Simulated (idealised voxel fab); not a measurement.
Process module name: voxel transistor to metal
Displayed cross-section: cut, width of 210 nm, square cells sized 5 nm.
Each cross-section below is a grid of square cells, stated as bands in top-down order, with one or more rows of cells making up each band.
A band entry consists of two parts. The first gives the height of the band's top and the height of its bottom, in nm. The rest lists the band's materials from left to right, each with its width in nm. A single material labelled with the word "everywhere" fills the band from edge to edge, and the word "blank" marks empty space.
Counting heights begins at 0, where everything beneath is, in the wafer as received, one material. The lowest band has no bottom; it goes on downwards, as "0 -> down" shows.
The notation "30..40" denotes a width that varies across the rows of cells in the band, beginning at the first number in the top row, finishing at the second number in the bottom row, and changing by an identical amount from each row to the next.
When a step is marked "nothing altered", none of the cells in the cross-section changed during that step.
Entry "Trapped void list". Content: empty spaces with no open connection to the top, size 8 cells or greater. Each: width x height at distance. Distance: from left edge. Unit: nm.
Step line, after settings: the simulator's comment on this step.
The setting "overlay nm" may be written on the line of a step. When the step uses a mask, the value reports how far to the right of the planned place the mask lay, and a negative value reports that it lay to the left.

### So here's the lineup of process steps we planned
1) RECEIVE: material Si
2) CONFORMAL_DEP: material SiO2, thk nm 5
3) CONFORMAL_DEP: material SiN, thk nm 15
4) MASKED_ETCH: tone cover, mask id ACTIVE, width nm 100, etch materials SiN, depth nm 15, overlay nm -15
5) MASKED_ETCH: tone cover, mask id ACTIVE, width nm 100, etch materials SiO2, depth nm 5, overlay nm 0
6) MASKED_ETCH: tone cover, mask id ACTIVE, width nm 100, etch materials Si, depth nm 25, overlay nm 0
7) OXIDIZE: depth nm 5
8) FILL_DEP: material SiO2, thk nm 10
9) CMP: height nm 20
10) SELECTIVE_ETCH: etch materials SiO2, depth nm 15
11) STRIP: etch materials SiN
12) SELECTIVE_ETCH: etch materials SiO2, depth nm 5
13) OXIDIZE: depth nm 5
14) DIRECTIONAL_DEP: material polySi, thk nm 30
15) DIRECTIONAL_DEP: material SiCN, thk nm 10
16) MASKED_ETCH: tone cover, mask id GATE, width nm 20, etch materials SiCN, depth nm 20, overlay nm 0
17) MASKED_ETCH: tone cover, mask id GATE, width nm 20, etch materials polySi, depth nm 40, overlay nm 0
18) CONFORMAL_DEP: material SiO2, thk nm 5
19) DIRECTIONAL_ETCH: etch materials SiO2, depth nm 5
20) CONFORMAL_DEP: material SiN, thk nm 5
21) DIRECTIONAL_ETCH: etch materials SiN, depth nm 5
22) DIRECTIONAL_ETCH: etch materials SiO2, depth nm 5
23) DIRECTIONAL_ETCH: etch materials Si, depth nm 15
24) EPI: material nSi, thk nm 20
25) FILL_DEP: material SiO2, thk nm 5
26) CMP: height nm 40
27) DIRECTIONAL_DEP: material SiO2, thk nm 10
28) DIRECTIONAL_DEP: material aC, thk nm 10
29) PATTERN: tone open, mask id CONTACT, material resist, width nm 15, pitch nm 75, thk nm 25, overlay nm 0
30) DIRECTIONAL_ETCH: etch materials aC, depth nm 10
31) STRIP: etch materials resist
32) DIRECTIONAL_ETCH: etch materials SiO2, depth nm 50
33) STRIP: etch materials aC
34) CONFORMAL_DEP: material TiN, thk nm 5
35) FILL_DEP: material Ru, thk nm 5
36) CMP: height nm 50
37) CONFORMAL_DEP: material SiCN, thk nm 5
38) DIRECTIONAL_DEP: material lowk, thk nm 20
39) MASKED_ETCH: tone open, mask id METAL_1, width nm 15, pitch nm 75, etch materials lowk, depth nm 20, overlay nm 0
40) MASKED_ETCH: tone open, mask id METAL_1, width nm 15, pitch nm 75, etch materials SiCN, depth nm 5, overlay nm 0
41) CONFORMAL_DEP: material TiN, thk nm 5
42) FILL_DEP: material Cu, thk nm 5
43) CMP: height nm 75
44) CONFORMAL_DEP: material SiCN, thk nm 5
For this document, wafers share an identical start and vary in the step 4 overlay nm; the plan quotes the first wafer's value.

### Cut through the first of several wafers as received, post step 1
	0 -> down: Si everywhere
	Trapped void list: none

### The figure below presents a cross-section of the first of several wafers at the conclusion of the module, following its last step, step 44
	80 -> 75: SiCN everywhere
	75 -> 55: lowk=60, TiN=5, Cu=5, TiN=5, lowk=60, TiN=5, Cu=5, TiN=5, lowk=60
	55 -> 50: SiCN=60, TiN=15, SiCN=60, TiN=15, SiCN=60
	50 -> 40: SiO2=60, TiN=5, Ru=5, TiN=5, SiO2=60, TiN=5, Ru=5, TiN=5, SiO2=60
	40 -> 30: SiO2=60, TiN=5, Ru=5, TiN=5, SiO2=10, SiN=5, SiO2=5, SiCN=20, SiO2=5, SiN=5, SiO2=10, TiN=5, Ru=5, TiN=5, SiO2=60
	30 -> 20: SiO2=60, TiN=5, Ru=5, TiN=5, SiO2=10, SiN=5, SiO2=5, polySi=20, SiO2=5, SiN=5, SiO2=10, TiN=5, Ru=5, TiN=5, SiO2=60
	20 -> 15: SiO2=60, TiN=15, SiO2=10, SiN=5, SiO2=5, polySi=20, SiO2=5, SiN=5, SiO2=10, TiN=15, SiO2=60
	15 -> 0: SiO2=60, TiN=5, nSi=20, SiN=5, SiO2=5, polySi=20, SiO2=5, SiN=5, nSi=20, TiN=5, SiO2=60
	0 -> -5: SiO2=40, nSi=45, SiO2=40, nSi=30, SiO2=55
	-5 -> -20: SiO2=45, nSi=40, Si=40, nSi=25, SiO2=60
	-20 -> -30: SiO2=45, Si=105, SiO2=60
	-30 -> down: Si everywhere
	Trapped void list: none

### Last wafer x-sec, end of module
	80 -> 75: SiCN everywhere
	75 -> 55: lowk=60, TiN=5, Cu=5, TiN=5, lowk=60, TiN=5, Cu=5, TiN=5, lowk=60
	55 -> 50: SiCN=60, TiN=15, SiCN=60, TiN=15, SiCN=60
	50 -> 40: SiO2=60, TiN=5, Ru=5, TiN=5, SiO2=60, TiN=5, Ru=5, TiN=5, SiO2=60
	40 -> 30: SiO2=60, TiN=5, Ru=5, TiN=5, SiO2=10, SiN=5, SiO2=5, SiCN=20, SiO2=5, SiN=5, SiO2=10, TiN=5, Ru=5, TiN=5, SiO2=60
	30 -> 20: SiO2=60, TiN=5, Ru=5, TiN=5, SiO2=10, SiN=5, SiO2=5, polySi=20, SiO2=5, SiN=5, SiO2=10, TiN=5, Ru=5, TiN=5, SiO2=60
	20 -> 15: SiO2=60, TiN=15, SiO2=10, SiN=5, SiO2=5, polySi=20, SiO2=5, SiN=5, SiO2=10, TiN=15, SiO2=60
	15 -> 0: SiO2=60, TiN=5, nSi=20, SiN=5, SiO2=5, polySi=20, SiO2=5, SiN=5, nSi=20, TiN=5, SiO2=60
	0 -> -5: SiO2=55, nSi=30, SiO2=40, nSi=45, SiO2=40
	-5 -> -20: SiO2=60, nSi=25, Si=40, nSi=40, SiO2=45
	-20 -> -30: SiO2=60, Si=105, SiO2=45
	-30 -> down: Si everywhere
	Trapped void list: none

### Per wafer, end of module: cells gained (+) or lost (-) per material since receipt, then closed voids
overlay nm -15 | +8 Cu | +12 Ru | -186 Si | +86 SiCN | +16 SiN | +432 SiO2 | +58 TiN | +144 lowk | +78 nSi | +24 polySi | Trapped void list: none
overlay nm -10 | +8 Cu | +12 Ru | -188 Si | +86 SiCN | +16 SiN | +438 SiO2 | +58 TiN | +144 lowk | +74 nSi | +24 polySi | Trapped void list: none
overlay nm -5 | +8 Cu | +12 Ru | -190 Si | +86 SiCN | +16 SiN | +444 SiO2 | +58 TiN | +144 lowk | +70 nSi | +24 polySi | Trapped void list: none
overlay nm 0 | +8 Cu | +12 Ru | -192 Si | +86 SiCN | +16 SiN | +450 SiO2 | +58 TiN | +144 lowk | +66 nSi | +24 polySi | Trapped void list: none
overlay nm 5 | +8 Cu | +12 Ru | -190 Si | +86 SiCN | +16 SiN | +444 SiO2 | +58 TiN | +144 lowk | +70 nSi | +24 polySi | Trapped void list: none
overlay nm 10 | +8 Cu | +12 Ru | -188 Si | +86 SiCN | +16 SiN | +438 SiO2 | +58 TiN | +144 lowk | +74 nSi | +24 polySi | Trapped void list: none
overlay nm 15 | +8 Cu | +12 Ru | -186 Si | +86 SiCN | +16 SiN | +432 SiO2 | +58 TiN | +144 lowk | +78 nSi | +24 polySi | Trapped void list: none
